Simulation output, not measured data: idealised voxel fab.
Name of the process module below: voxel wiring stack
We display cut, a cross-section 235 nm in width whose square cells are each 5 nm.
A cross-section is a grid of square cells, given in bands from the top down. A band is one or more rows of cells.
Top height, bottom height, nm. Materials left to right, width each, nm. Single material + "everywhere" = fills band edge to edge. "air" = empty.
Height reference: 0 = level under which incoming wafer is all one material. Lowest band: no bottom, runs on downward, e.g. "0..down".
A width such as "30->40" changes by the same amount from each row of cells to the next, from the band's top row to its bottom row.
Any step labelled "everything unchanged" changed none of the cells in the cross-section.
So "Closed cavity list" is basically the list of trapped voids: any empty space of 8 cells or more that can't reach the top through an opening. They're written width x height at distance, the distance being from the left edge, and it's all nm.
Formally, on a step line, whatever follows the settings is a remark that the simulator itself makes on the step.
overlay nm: right-of-plan distance of the mask on a masked step; negative values mean left-of-plan.
If you're wondering how to read the rest of this, here's the deal. It's pairs of cross-sections: one from before a process step, one from after it. The after one is only drawn as far down as the lowest band that changed. Right under each pair you'll see which step sits between them and what its settings were. Don't read the pairs as one continuous story, though. They can come from different runs of this module on the same starting wafer, and a pair only carries on from the one above it where its entry headed "State on entry" says so.

[State on entry]
    100..80  60 nm lowk  15 nm air  75 nm lowk  15 nm air  70 nm lowk
    80..75  60 nm SiCN  15 nm air  75 nm SiCN  15 nm air  70 nm SiCN
    75..60  60 nm lowk  5 nm TiN  15 nm Cu  5 nm TiN  20 nm lowk  5 nm TiN  15 nm Cu  5 nm TiN  20 nm lowk  5 nm TiN  15 nm Cu  5 nm TiN  60 nm lowk
    60..55  60 nm lowk  15 nm TiN  5 nm Cu  5 nm TiN  20 nm lowk  25 nm TiN  20 nm lowk  15 nm TiN  5 nm Cu  5 nm TiN  60 nm lowk
    55..45  70 nm lowk  5 nm TiN  5 nm Cu  5 nm TiN  75 nm lowk  5 nm TiN  5 nm Cu  5 nm TiN  60 nm lowk
    45..40  70 nm SiCN  15 nm TiN  75 nm SiCN  15 nm TiN  60 nm SiCN
    40..15  60 nm SiO2  5 nm TiN  15 nm Cu  5 nm TiN  20 nm SiO2  5 nm TiN  15 nm Cu  5 nm TiN  20 nm SiO2  5 nm TiN  15 nm Cu  5 nm TiN  60 nm SiO2
    15..10  60 nm SiCN  25 nm TiN  20 nm SiCN  25 nm TiN  20 nm SiCN  25 nm TiN  60 nm SiCN
    10..0  SiO2 everywhere
    0..down  Si everywhere
    Closed cavity list: none

[Post-Process View]
    100..85  60 nm lowk  15 nm air  75 nm lowk  15 nm air  70 nm lowk
    85..80  60 nm lowk  15 nm Ru  75 nm lowk  15 nm Ru  70 nm lowk
    80..75  60 nm SiCN  15 nm Ru  75 nm SiCN  15 nm Ru  70 nm SiCN
    All layers under 75 are left as they were.
    Closed cavity list: none
Quick note on the step between the two cross-sections above: EPI [material Ru] [thk nm 10]

State on entry: The structure entering this step is exactly what the pair just above shows after its step.

[Post-Process View]
    100..95  60 nm lowk  15 nm air  75 nm lowk  15 nm air  70 nm lowk
    95..80  60 nm lowk  15 nm Ru  75 nm lowk  15 nm Ru  70 nm lowk
    All layers under 80 are left as they were.
    Closed cavity list: none
Quick note on the step between the two cross-sections above: EPI [material Ru] [thk nm 10]

State on entry: The structure entering this step is exactly what the pair just above shows after its step.

[Post-Process View]
    100..80  60 nm lowk  15 nm Ru  75 nm lowk  15 nm Ru  70 nm lowk
    All layers under 80 are left as they were.
    Closed cavity list: none
Quick note on the step between the two cross-sections above: EPI [material Ru] [thk nm 5]

State on entry: The structure entering this step is exactly what the pair just above shows after its step.

[Post-Process View]
    105..100  SiN everywhere
    All layers under 100 are left as they were.
    Closed cavity list: none
Quick note on the step between the two cross-sections above: CONFORMAL_DEP [material SiN] [thk nm 5]

State on entry: The structure entering this step is exactly what the pair just above shows after its step.

[Post-Process View]
    120..105  lowk everywhere
    All layers under 105 are left as they were.
    Closed cavity list: none
Quick note on the step between the two cross-sections above: DIRECTIONAL_DEP [material lowk] [thk nm 15]

State on entry: The structure entering this step is exactly what the pair just above shows after its step.

[Post-Process View]
    140..120  60 nm resist  25 nm air  20 nm resist  25 nm air  20 nm resist  25 nm air  60 nm resist
    All layers under 120 are left as they were.
    Closed cavity list: none
Quick note on the step between the two cross-sections above: PATTERN [tone open] [mask id METAL_3] [material resist] [width nm 25] [pitch nm 45] [thk nm 20] [overlay nm 0]

State on entry: The structure entering this step is exactly what the pair just above shows after its step.

[Post-Process View]
    140..120  60 nm resist  25 nm air  20 nm resist  25 nm air  20 nm resist  25 nm air  60 nm resist
    120..105  60 nm lowk  25 nm air  20 nm lowk  25 nm air  20 nm lowk  25 nm air  60 nm lowk
    All layers under 105 are left as they were.
    Closed cavity list: none
Quick note on the step between the two cross-sections above: DIRECTIONAL_ETCH [etch materials lowk] [depth nm 15]

State on entry: The structure entering this step is exactly what the pair just above shows after its step.

[Post-Process View]
    140..120  60 nm resist  25 nm air  20 nm resist  25 nm air  20 nm resist  25 nm air  60 nm resist
    120..105  60 nm lowk  25 nm air  20 nm lowk  25 nm air  20 nm lowk  25 nm air  60 nm lowk
    105..100  60 nm SiN  25 nm air  20 nm SiN  25 nm air  20 nm SiN  25 nm air  60 nm SiN
    All layers under 100 are left as they were.
    Closed cavity list: none
Quick note on the step between the two cross-sections above: DIRECTIONAL_ETCH [etch materials SiN] [depth nm 5]

State on entry: The structure entering this step is exactly what the pair just above shows after its step.

[Post-Process View]
    120..105  60 nm lowk  25 nm air  20 nm lowk  25 nm air  20 nm lowk  25 nm air  60 nm lowk
    All layers under 105 are left as they were.
    Closed cavity list: none
Quick note on the step between the two cross-sections above: STRIP [etch materials resist]

State on entry: The structure entering this step is exactly what the pair just above shows after its step.

[Post-Process View]
    125..120  65 nm TiN  15 nm air  30 nm TiN  15 nm air  30 nm TiN  15 nm air  65 nm TiN
    120..105  60 nm lowk  5 nm TiN  15 nm air  5 nm TiN  20 nm lowk  5 nm TiN  15 nm air  5 nm TiN  20 nm lowk  5 nm TiN  15 nm air  5 nm TiN  60 nm lowk
    105..100  60 nm SiN  25 nm TiN  20 nm SiN  25 nm TiN  20 nm SiN  25 nm TiN  60 nm SiN
    All layers under 100 are left as they were.
    Closed cavity list: none
Quick note on the step between the two cross-sections above: CONFORMAL_DEP [material TiN] [thk nm 5]

State on entry: The structure entering this step is exactly what the pair just above shows after its step.

[Post-Process View]
    135..125  Cu everywhere
    125..120  65 nm TiN  15 nm Cu  30 nm TiN  15 nm Cu  30 nm TiN  15 nm Cu  65 nm TiN
    120..105  60 nm lowk  5 nm TiN  15 nm Cu  5 nm TiN  20 nm lowk  5 nm TiN  15 nm Cu  5 nm TiN  20 nm lowk  5 nm TiN  15 nm Cu  5 nm TiN  60 nm lowk
    All layers under 105 are left as they were.
    Closed cavity list: none
Quick note on the step between the two cross-sections above: FILL_DEP [material Cu] [thk nm 10]

State on entry: The structure entering this step is exactly what the pair just above shows after its step.

[Post-Process View]
    120..105  60 nm lowk  5 nm TiN  15 nm Cu  5 nm TiN  20 nm lowk  5 nm TiN  15 nm Cu  5 nm TiN  20 nm lowk  5 nm TiN  15 nm Cu  5 nm TiN  60 nm lowk
    All layers under 105 are left as they were.
    Closed cavity list: none
Quick note on the step between the two cross-sections above: CMP [height nm 120]

State on entry: The structure entering this step is exactly what the pair just above shows after its step.

[Post-Process View]
    125..120  55 nm air  35 nm Ru  10 nm air  35 nm Ru  10 nm air  35 nm Ru  55 nm air
    All layers under 120 are left as they were.
    Closed cavity list: none
Quick note on the step between the two cross-sections above: EPI [material Ru] [thk nm 5]

State on entry: The structure entering this step is exactly what the pair just above shows after its step.

[Post-Process View]
    130..125  SiCN everywhere
    125..120  55 nm SiCN  35 nm Ru  10 nm SiCN  35 nm Ru  10 nm SiCN  35 nm Ru  55 nm SiCN
    All layers under 120 are left as they were.
    Closed cavity list: none
Quick note on the step between the two cross-sections above: FILL_DEP [material SiCN] [thk nm 5]

State on entry: The structure entering this step is exactly what the pair just above shows after its step.

[Post-Process View]
    140..130  SiO2 everywhere
    All layers under 130 are left as they were.
    Closed cavity list: none
Quick note on the step between the two cross-sections above: DIRECTIONAL_DEP [material SiO2] [thk nm 10]

State on entry: The structure entering this step is exactly what the pair just above shows after its step.

[Post-Process View]
    155..140  60 nm resist  15 nm air  30 nm resist  15 nm air  30 nm resist  15 nm air  70 nm resist
    All layers under 140 are left as they were.
    Closed cavity list: none
Quick note on the step between the two cross-sections above: PATTERN [tone open] [mask id PLUG_3] [material resist] [width nm 15] [pitch nm 45] [thk nm 15] [overlay nm 0]

State on entry: The structure entering this step is exactly what the pair just above shows after its step.

[Post-Process View]
    155..140  60 nm resist  15 nm air  30 nm resist  15 nm air  30 nm resist  15 nm air  70 nm resist
    140..130  60 nm SiO2  15 nm air  30 nm SiO2  15 nm air  30 nm SiO2  15 nm air  70 nm SiO2
    All layers under 130 are left as they were.
    Closed cavity list: none
Quick note on the step between the two cross-sections above: DIRECTIONAL_ETCH [etch materials SiO2] [depth nm 10]

State on entry: The structure entering this step is exactly what the pair just above shows after its step.

[Post-Process View]
    155..140  60 nm resist  15 nm air  30 nm resist  15 nm air  30 nm resist  15 nm air  70 nm resist
    140..130  60 nm SiO2  15 nm air  30 nm SiO2  15 nm air  30 nm SiO2  15 nm air  70 nm SiO2
    130..125  60 nm SiCN  15 nm air  30 nm SiCN  15 nm air  30 nm SiCN  15 nm air  70 nm SiCN
    All layers under 125 are left as they were.
    Closed cavity list: none
Quick note on the step between the two cross-sections above: DIRECTIONAL_ETCH [etch materials SiCN] [depth nm 5]

State on entry: The structure entering this step is exactly what the pair just above shows after its step.

[Post-Process View]
    140..130  60 nm SiO2  15 nm air  30 nm SiO2  15 nm air  30 nm SiO2  15 nm air  70 nm SiO2
    All layers under 130 are left as they were.
    Closed cavity list: none
Quick note on the step between the two cross-sections above: STRIP [etch materials resist]

State on entry: The structure entering this step is exactly what the pair just above shows after its step.

[Post-Process View]
    140..135  60 nm SiO2  15 nm air  30 nm SiO2  15 nm air  30 nm SiO2  15 nm air  70 nm SiO2
    135..130  60 nm SiO2  15 nm Ru  30 nm SiO2  15 nm Ru  30 nm SiO2  15 nm Ru  70 nm SiO2
    130..120  60->55 nm SiCN  15->35 nm Ru  30->10 nm SiCN  15->35 nm Ru  30->10 nm SiCN  15->35 nm Ru  70->55 nm SiCN
    All layers under 120 are left as they were.
    Closed cavity list: none
Quick note on the step between the two cross-sections above: EPI [material Ru] [thk nm 10]

State on entry: The structure entering this step is exactly what the pair just above shows after its step.

[Post-Process View]
    140..130  60 nm SiO2  15 nm Ru  30 nm SiO2  15 nm Ru  30 nm SiO2  15 nm Ru  70 nm SiO2
    All layers under 130 are left as they were.
    Closed cavity list: none
Quick note on the step between the two cross-sections above: EPI [material Ru] [thk nm 5]

State on entry: The structure entering this step is exactly what the pair just above shows after its step.

[Post-Process View]
    145..140  SiCN everywhere
    All layers under 140 are left as they were.
    Closed cavity list: none
Quick note on the step between the two cross-sections above: CONFORMAL_DEP [material SiCN] [thk nm 5]

State on entry: The structure entering this step is exactly what the pair just above shows after its step.

[Post-Process View]
    165..145  SiO2 everywhere
    All layers under 145 are left as they were.
    Closed cavity list: none
Quick note on the step between the two cross-sections above: DIRECTIONAL_DEP [material SiO2] [thk nm 20]

State on entry: The structure entering this step is exactly what the pair just above shows after its step.

[Post-Process View]
    180..165  60 nm resist  25 nm air  20 nm resist  25 nm air  20 nm resist  25 nm air  60 nm resist
    All layers under 165 are left as they were.
    Closed cavity list: none
Quick note on the step between the two cross-sections above: PATTERN [tone open] [mask id METAL_4] [material resist] [width nm 25] [pitch nm 45] [thk nm 15] [overlay nm 0]

State on entry: The structure entering this step is exactly what the pair just above shows after its step.

[Post-Process View]
    180..165  60 nm resist  25 nm air  20 nm resist  25 nm air  20 nm resist  25 nm air  60 nm resist
    165..145  60 nm SiO2  25 nm air  20 nm SiO2  25 nm air  20 nm SiO2  25 nm air  60 nm SiO2
    All layers under 145 are left as they were.
    Closed cavity list: none
Quick note on the step between the two cross-sections above: DIRECTIONAL_ETCH [etch materials SiO2] [depth nm 20]

State on entry: The structure entering this step is exactly what the pair just above shows after its step.

[Post-Process View]
    180..165  60 nm resist  25 nm air  20 nm resist  25 nm air  20 nm resist  25 nm air  60 nm resist
    165..145  60 nm SiO2  25 nm air  20 nm SiO2  25 nm air  20 nm SiO2  25 nm air  60 nm SiO2
    145..140  60 nm SiCN  25 nm air  20 nm SiCN  25 nm air  20 nm SiCN  25 nm air  60 nm SiCN
    All layers under 140 are left as they were.
    Closed cavity list: none
Quick note on the step between the two cross-sections above: DIRECTIONAL_ETCH [etch materials SiCN] [depth nm 5]

State on entry: The structure entering this step is exactly what the pair just above shows after its step.

[Post-Process View]
    165..145  60 nm SiO2  25 nm air  20 nm SiO2  25 nm air  20 nm SiO2  25 nm air  60 nm SiO2
    All layers under 145 are left as they were.
    Closed cavity list: none
Quick note on the step between the two cross-sections above: STRIP [etch materials resist]

State on entry: The structure entering this step is exactly what the pair just above shows after its step.

[Post-Process View]
    170..165  65 nm TiN  15 nm air  30 nm TiN  15 nm air  30 nm TiN  15 nm air  65 nm TiN
    165..145  60 nm SiO2  5 nm TiN  15 nm air  5 nm TiN  20 nm SiO2  5 nm TiN  15 nm air  5 nm TiN  20 nm SiO2  5 nm TiN  15 nm air  5 nm TiN  60 nm SiO2
    145..140  60 nm SiCN  25 nm TiN  20 nm SiCN  25 nm TiN  20 nm SiCN  25 nm TiN  60 nm SiCN
    All layers under 140 are left as they were.
    Closed cavity list: none
Quick note on the step between the two cross-sections above: CONFORMAL_DEP [material TiN] [thk nm 5]

State on entry: The structure entering this step is exactly what the pair just above shows after its step.

[Post-Process View]
    180..170  W everywhere
    170..165  65 nm TiN  15 nm W  30 nm TiN  15 nm W  30 nm TiN  15 nm W  65 nm TiN
    165..145  60 nm SiO2  5 nm TiN  15 nm W  5 nm TiN  20 nm SiO2  5 nm TiN  15 nm W  5 nm TiN  20 nm SiO2  5 nm TiN  15 nm W  5 nm TiN  60 nm SiO2
    All layers under 145 are left as they were.
    Closed cavity list: none
Quick note on the step between the two cross-sections above: FILL_DEP [material W] [thk nm 10]

State on entry: The structure entering this step is exactly what the pair just above shows after its step.

[Post-Process View]
    165..145  60 nm SiO2  5 nm TiN  15 nm W  5 nm TiN  20 nm SiO2  5 nm TiN  15 nm W  5 nm TiN  20 nm SiO2  5 nm TiN  15 nm W  5 nm TiN  60 nm SiO2
    All layers under 145 are left as they were.
    Closed cavity list: none
Quick note on the step between the two cross-sections above: CMP [height nm 165]

State on entry: The structure entering this step is exactly what the pair just above shows after its step.

[Post-Process View]
    170..165  SiCN everywhere
    All layers under 165 are left as they were.
    Closed cavity list: none
Quick note on the step between the two cross-sections above: CONFORMAL_DEP [material SiCN] [thk nm 5]

[State on entry]
    75..55  60 nm lowk  25 nm air  20 nm lowk  25 nm air  20 nm lowk  25 nm air  60 nm lowk
    55..45  60 nm lowk  15 nm air  75 nm lowk  15 nm air  70 nm lowk
    45..40  60 nm SiCN  15 nm air  75 nm SiCN  15 nm air  70 nm SiCN
    40..15  60 nm SiO2  5 nm TiN  15 nm Cu  5 nm TiN  20 nm SiO2  5 nm TiN  15 nm Cu  5 nm TiN  20 nm SiO2  5 nm TiN  15 nm Cu  5 nm TiN  60 nm SiO2
    15..10  60 nm SiCN  25 nm TiN  20 nm SiCN  25 nm TiN  20 nm SiCN  25 nm TiN  60 nm SiCN
    10..0  SiO2 everywhere
    0..down  Si everywhere
    Closed cavity list: none

[Post-Process View]
    80..75  65 nm SiN  15 nm air  30 nm SiN  15 nm air  30 nm SiN  15 nm air  65 nm SiN
    75..60  60 nm lowk  5 nm SiN  15 nm air  5 nm SiN  20 nm lowk  5 nm SiN  15 nm air  5 nm SiN  20 nm lowk  5 nm SiN  15 nm air  5 nm SiN  60 nm lowk
    60..55  60 nm lowk  5 nm SiN  5 nm air  15 nm SiN  20 nm lowk  25 nm SiN  20 nm lowk  5 nm SiN  5 nm air  15 nm SiN  60 nm lowk
    55..45  60 nm lowk  5 nm SiN  5 nm air  5 nm SiN  75 nm lowk  5 nm SiN  5 nm air  5 nm SiN  70 nm lowk
    45..40  60 nm SiCN  15 nm SiN  75 nm SiCN  15 nm SiN  70 nm SiCN
    All layers under 40 are left as they were.
    Closed cavity list: none
Quick note on the step between the two cross-sections above: CONFORMAL_DEP [material SiN] [thk nm 5]

State on entry: The structure entering this step is exactly what the pair just above shows after its step.

[Post-Process View]
    85..80  Cu everywhere
    80..75  65 nm SiN  15 nm Cu  30 nm SiN  15 nm Cu  30 nm SiN  15 nm Cu  65 nm SiN
    75..60  60 nm lowk  5 nm SiN  15 nm Cu  5 nm SiN  20 nm lowk  5 nm SiN  15 nm Cu  5 nm SiN  20 nm lowk  5 nm SiN  15 nm Cu  5 nm SiN  60 nm lowk
    60..55  60 nm lowk  5 nm SiN  5 nm Cu  15 nm SiN  20 nm lowk  25 nm SiN  20 nm lowk  5 nm SiN  5 nm Cu  15 nm SiN  60 nm lowk
    55..45  60 nm lowk  5 nm SiN  5 nm Cu  5 nm SiN  75 nm lowk  5 nm SiN  5 nm Cu  5 nm SiN  70 nm lowk
    All layers under 45 are left as they were.
    Closed cavity list: none
Quick note on the step between the two cross-sections above: FILL_DEP [material Cu] [thk nm 5]

State on entry: The structure entering this step is exactly what the pair just above shows after its step.

[Post-Process View]
    75..60  60 nm lowk  5 nm SiN  15 nm Cu  5 nm SiN  20 nm lowk  5 nm SiN  15 nm Cu  5 nm SiN  20 nm lowk  5 nm SiN  15 nm Cu  5 nm SiN  60 nm lowk
    All layers under 60 are left as they were.
    Closed cavity list: none
Quick note on the step between the two cross-sections above: CMP [height nm 75]

State on entry: The structure entering this step is exactly what the pair just above shows after its step.

[Post-Process View]
    80..75  SiCN everywhere
    All layers under 75 are left as they were.
    Closed cavity list: none
Quick note on the step between the two cross-sections above: CONFORMAL_DEP [material SiCN] [thk nm 5]

State on entry: The structure entering this step is exactly what the pair just above shows after its step.

[Post-Process View]
    100..80  lowk everywhere
    All layers under 80 are left as they were.
    Closed cavity list: none
Quick note on the step between the two cross-sections above: DIRECTIONAL_DEP [material lowk] [thk nm 20]

State on entry: The structure entering this step is exactly what the pair just above shows after its step.

[Post-Process View]
    100..80  60 nm lowk  15 nm air  75 nm lowk  15 nm air  70 nm lowk
    All layers under 80 are left as they were.
    Closed cavity list: none
Quick note on the step between the two cross-sections above: MASKED_ETCH [tone open] [mask id PLUG_2] [width nm 15] [pitch nm 90] [etch materials lowk] [depth nm 20] [overlay nm 0]

State on entry: The structure entering this step is exactly what the pair just above shows after its step.

[Post-Process View]
    100..80  60 nm lowk  15 nm air  75 nm lowk  15 nm air  70 nm lowk
    80..75  60 nm SiCN  15 nm air  75 nm SiCN  15 nm air  70 nm SiCN
    All layers under 75 are left as they were.
    Closed cavity list: none
Quick note on the step between the two cross-sections above: MASKED_ETCH [tone open] [mask id PLUG_2] [width nm 15] [pitch nm 90] [etch materials SiCN] [depth nm 5] [overlay nm 0]

State on entry: The structure entering this step is exactly what the pair just above shows after its step.

[Post-Process View]
    100..85  60 nm lowk  15 nm air  75 nm lowk  15 nm air  70 nm lowk
    85..80  60 nm lowk  15 nm Ru  75 nm lowk  15 nm Ru  70 nm lowk
    80..75  60 nm SiCN  15 nm Ru  75 nm SiCN  15 nm Ru  70 nm SiCN
    All layers under 75 are left as they were.
    Closed cavity list: none
Quick note on the step between the two cross-sections above: EPI [material Ru] [thk nm 10]

State on entry: The structure entering this step is exactly what the pair just above shows after its step.

[Post-Process View]
    100..95  60 nm lowk  15 nm air  75 nm lowk  15 nm air  70 nm lowk
    95..80  60 nm lowk  15 nm Ru  75 nm lowk  15 nm Ru  70 nm lowk
    All layers under 80 are left as they were.
    Closed cavity list: none
Quick note on the step between the two cross-sections above: EPI [material Ru] [thk nm 10]

State on entry: The structure entering this step is exactly what the pair just above shows after its step.

[Post-Process View]
    100..80  60 nm lowk  15 nm Ru  75 nm lowk  15 nm Ru  70 nm lowk
    All layers under 80 are left as they were.
    Closed cavity list: none
Quick note on the step between the two cross-sections above: EPI [material Ru] [thk nm 5]

State on entry: The structure entering this step is exactly what the pair just above shows after its step.

[Post-Process View]
    105..100  SiN everywhere
    All layers under 100 are left as they were.
    Closed cavity list: none
Quick note on the step between the two cross-sections above: CONFORMAL_DEP [material SiN] [thk nm 5]

State on entry: The structure entering this step is exactly what the pair just above shows after its step.

[Post-Process View]
    120..105  lowk everywhere
    All layers under 105 are left as they were.
    Closed cavity list: none
Quick note on the step between the two cross-sections above: DIRECTIONAL_DEP [material lowk] [thk nm 15]

State on entry: The structure entering this step is exactly what the pair just above shows after its step.

[Post-Process View]
    140..120  60 nm resist  25 nm air  20 nm resist  25 nm air  20 nm resist  25 nm air  60 nm resist
    All layers under 120 are left as they were.
    Closed cavity list: none
Quick note on the step between the two cross-sections above: PATTERN [tone open] [mask id METAL_3] [material resist] [width nm 25] [pitch nm 45] [thk nm 20] [overlay nm 0]

State on entry: The structure entering this step is exactly what the pair just above shows after its step.

[Post-Process View]
    140..120  60 nm resist  25 nm air  20 nm resist  25 nm air  20 nm resist  25 nm air  60 nm resist
    120..105  60 nm lowk  25 nm air  20 nm lowk  25 nm air  20 nm lowk  25 nm air  60 nm lowk
    All layers under 105 are left as they were.
    Closed cavity list: none
Quick note on the step between the two cross-sections above: DIRECTIONAL_ETCH [etch materials lowk] [depth nm 15]

State on entry: The structure entering this step is exactly what the pair just above shows after its step.

[Post-Process View]
    140..120  60 nm resist  25 nm air  20 nm resist  25 nm air  20 nm resist  25 nm air  60 nm resist
    120..105  60 nm lowk  25 nm air  20 nm lowk  25 nm air  20 nm lowk  25 nm air  60 nm lowk
    105..100  60 nm SiN  25 nm air  20 nm SiN  25 nm air  20 nm SiN  25 nm air  60 nm SiN
    All layers under 100 are left as they were.
    Closed cavity list: none
Quick note on the step between the two cross-sections above: DIRECTIONAL_ETCH [etch materials SiN] [depth nm 5]

State on entry: The structure entering this step is exactly what the pair just above shows after its step.

[Post-Process View]
    120..105  60 nm lowk  25 nm air  20 nm lowk  25 nm air  20 nm lowk  25 nm air  60 nm lowk
    All layers under 105 are left as they were.
    Closed cavity list: none
Quick note on the step between the two cross-sections above: STRIP [etch materials resist]

State on entry: The structure entering this step is exactly what the pair just above shows after its step.

[Post-Process View]
    125..120  65 nm TiN  15 nm air  30 nm TiN  15 nm air  30 nm TiN  15 nm air  65 nm TiN
    120..105  60 nm lowk  5 nm TiN  15 nm air  5 nm TiN  20 nm lowk  5 nm TiN  15 nm air  5 nm TiN  20 nm lowk  5 nm TiN  15 nm air  5 nm TiN  60 nm lowk
    105..100  60 nm SiN  25 nm TiN  20 nm SiN  25 nm TiN  20 nm SiN  25 nm TiN  60 nm SiN
    All layers under 100 are left as they were.
    Closed cavity list: none
Quick note on the step between the two cross-sections above: CONFORMAL_DEP [material TiN] [thk nm 5]

State on entry: The structure entering this step is exactly what the pair just above shows after its step.

[Post-Process View]
    135..125  Cu everywhere
    125..120  65 nm TiN  15 nm Cu  30 nm TiN  15 nm Cu  30 nm TiN  15 nm Cu  65 nm TiN
    120..105  60 nm lowk  5 nm TiN  15 nm Cu  5 nm TiN  20 nm lowk  5 nm TiN  15 nm Cu  5 nm TiN  20 nm lowk  5 nm TiN  15 nm Cu  5 nm TiN  60 nm lowk
    All layers under 105 are left as they were.
    Closed cavity list: none
Quick note on the step between the two cross-sections above: FILL_DEP [material Cu] [thk nm 10]

State on entry: The structure entering this step is exactly what the pair just above shows after its step.

[Post-Process View]
    120..105  60 nm lowk  5 nm TiN  15 nm Cu  5 nm TiN  20 nm lowk  5 nm TiN  15 nm Cu  5 nm TiN  20 nm lowk  5 nm TiN  15 nm Cu  5 nm TiN  60 nm lowk
    All layers under 105 are left as they were.
    Closed cavity list: none
Quick note on the step between the two cross-sections above: CMP [height nm 120]

State on entry: The structure entering this step is exactly what the pair just above shows after its step.

[Post-Process View]
    125..120  55 nm air  35 nm Ru  10 nm air  35 nm Ru  10 nm air  35 nm Ru  55 nm air
    All layers under 120 are left as they were.
    Closed cavity list: none
Quick note on the step between the two cross-sections above: EPI [material Ru] [thk nm 5]

State on entry: The structure entering this step is exactly what the pair just above shows after its step.

[Post-Process View]
    130..125  SiCN everywhere
    125..120  55 nm SiCN  35 nm Ru  10 nm SiCN  35 nm Ru  10 nm SiCN  35 nm Ru  55 nm SiCN
    All layers under 120 are left as they were.
    Closed cavity list: none
Quick note on the step between the two cross-sections above: FILL_DEP [material SiCN] [thk nm 5]

State on entry: The structure entering this step is exactly what the pair just above shows after its step.

[Post-Process View]
    140..130  SiO2 everywhere
    All layers under 130 are left as they were.
    Closed cavity list: none
Quick note on the step between the two cross-sections above: DIRECTIONAL_DEP [material SiO2] [thk nm 10]

State on entry: The structure entering this step is exactly what the pair just above shows after its step.

[Post-Process View]
    155..140  60 nm resist  15 nm air  30 nm resist  15 nm air  30 nm resist  15 nm air  70 nm resist
    All layers under 140 are left as they were.
    Closed cavity list: none
Quick note on the step between the two cross-sections above: PATTERN [tone open] [mask id PLUG_3] [material resist] [width nm 15] [pitch nm 45] [thk nm 15] [overlay nm 0]

State on entry: The structure entering this step is exactly what the pair just above shows after its step.

[Post-Process View]
    155..140  60 nm resist  15 nm air  30 nm resist  15 nm air  30 nm resist  15 nm air  70 nm resist
    140..130  60 nm SiO2  15 nm air  30 nm SiO2  15 nm air  30 nm SiO2  15 nm air  70 nm SiO2
    All layers under 130 are left as they were.
    Closed cavity list: none
Quick note on the step between the two cross-sections above: DIRECTIONAL_ETCH [etch materials SiO2] [depth nm 10]

State on entry: The structure entering this step is exactly what the pair just above shows after its step.

[Post-Process View]
    155..140  60 nm resist  15 nm air  30 nm resist  15 nm air  30 nm resist  15 nm air  70 nm resist
    140..130  60 nm SiO2  15 nm air  30 nm SiO2  15 nm air  30 nm SiO2  15 nm air  70 nm SiO2
    130..125  60 nm SiCN  15 nm air  30 nm SiCN  15 nm air  30 nm SiCN  15 nm air  70 nm SiCN
    All layers under 125 are left as they were.
    Closed cavity list: none
Quick note on the step between the two cross-sections above: DIRECTIONAL_ETCH [etch materials SiCN] [depth nm 5]

State on entry: The structure entering this step is exactly what the pair just above shows after its step.

[Post-Process View]
    140..130  60 nm SiO2  15 nm air  30 nm SiO2  15 nm air  30 nm SiO2  15 nm air  70 nm SiO2
    All layers under 130 are left as they were.
    Closed cavity list: none
Quick note on the step between the two cross-sections above: STRIP [etch materials resist]

State on entry: The structure entering this step is exactly what the pair just above shows after its step.

[Post-Process View]
    140..135  60 nm SiO2  15 nm air  30 nm SiO2  15 nm air  30 nm SiO2  15 nm air  70 nm SiO2
    135..130  60 nm SiO2  15 nm Ru  30 nm SiO2  15 nm Ru  30 nm SiO2  15 nm Ru  70 nm SiO2
    130..120  60->55 nm SiCN  15->35 nm Ru  30->10 nm SiCN  15->35 nm Ru  30->10 nm SiCN  15->35 nm Ru  70->55 nm SiCN
    All layers under 120 are left as they were.
    Closed cavity list: none
Quick note on the step between the two cross-sections above: EPI [material Ru] [thk nm 10]

State on entry: The structure entering this step is exactly what the pair just above shows after its step.

[Post-Process View]
    140..130  60 nm SiO2  15 nm Ru  30 nm SiO2  15 nm Ru  30 nm SiO2  15 nm Ru  70 nm SiO2
    All layers under 130 are left as they were.
    Closed cavity list: none
Quick note on the step between the two cross-sections above: EPI [material Ru] [thk nm 5]

State on entry: The structure entering this step is exactly what the pair just above shows after its step.

[Post-Process View]
    145..140  SiCN everywhere
    All layers under 140 are left as they were.
    Closed cavity list: none
Quick note on the step between the two cross-sections above: CONFORMAL_DEP [material SiCN] [thk nm 5]

State on entry: The structure entering this step is exactly what the pair just above shows after its step.

[Post-Process View]
    165..145  SiO2 everywhere
    All layers under 145 are left as they were.
    Closed cavity list: none
Quick note on the step between the two cross-sections above: DIRECTIONAL_DEP [material SiO2] [thk nm 20]

State on entry: The structure entering this step is exactly what the pair just above shows after its step.

[Post-Process View]
    180..165  60 nm resist  25 nm air  20 nm resist  25 nm air  20 nm resist  25 nm air  60 nm resist
    All layers under 165 are left as they were.
    Closed cavity list: none
Quick note on the step between the two cross-sections above: PATTERN [tone open] [mask id METAL_4] [material resist] [width nm 25] [pitch nm 45] [thk nm 15] [overlay nm 0]

State on entry: The structure entering this step is exactly what the pair just above shows after its step.

[Post-Process View]
    180..165  60 nm resist  25 nm air  20 nm resist  25 nm air  20 nm resist  25 nm air  60 nm resist
    165..145  60 nm SiO2  25 nm air  20 nm SiO2  25 nm air  20 nm SiO2  25 nm air  60 nm SiO2
    All layers under 145 are left as they were.
    Closed cavity list: none
Quick note on the step between the two cross-sections above: DIRECTIONAL_ETCH [etch materials SiO2] [depth nm 20]

State on entry: The structure entering this step is exactly what the pair just above shows after its step.

[Post-Process View]
    180..165  60 nm resist  25 nm air  20 nm resist  25 nm air  20 nm resist  25 nm air  60 nm resist
    165..145  60 nm SiO2  25 nm air  20 nm SiO2  25 nm air  20 nm SiO2  25 nm air  60 nm SiO2
    145..140  60 nm SiCN  25 nm air  20 nm SiCN  25 nm air  20 nm SiCN  25 nm air  60 nm SiCN
    All layers under 140 are left as they were.
    Closed cavity list: none
Quick note on the step between the two cross-sections above: DIRECTIONAL_ETCH [etch materials SiCN] [depth nm 5]

State on entry: The structure entering this step is exactly what the pair just above shows after its step.

[Post-Process View]
    165..145  60 nm SiO2  25 nm air  20 nm SiO2  25 nm air  20 nm SiO2  25 nm air  60 nm SiO2
    All layers under 145 are left as they were.
    Closed cavity list: none
Quick note on the step between the two cross-sections above: STRIP [etch materials resist]

State on entry: The structure entering this step is exactly what the pair just above shows after its step.

[Post-Process View]
    170..165  65 nm TiN  15 nm air  30 nm TiN  15 nm air  30 nm TiN  15 nm air  65 nm TiN
    165..145  60 nm SiO2  5 nm TiN  15 nm air  5 nm TiN  20 nm SiO2  5 nm TiN  15 nm air  5 nm TiN  20 nm SiO2  5 nm TiN  15 nm air  5 nm TiN  60 nm SiO2
    145..140  60 nm SiCN  25 nm TiN  20 nm SiCN  25 nm TiN  20 nm SiCN  25 nm TiN  60 nm SiCN
    All layers under 140 are left as they were.
    Closed cavity list: none
Quick note on the step between the two cross-sections above: CONFORMAL_DEP [material TiN] [thk nm 5]
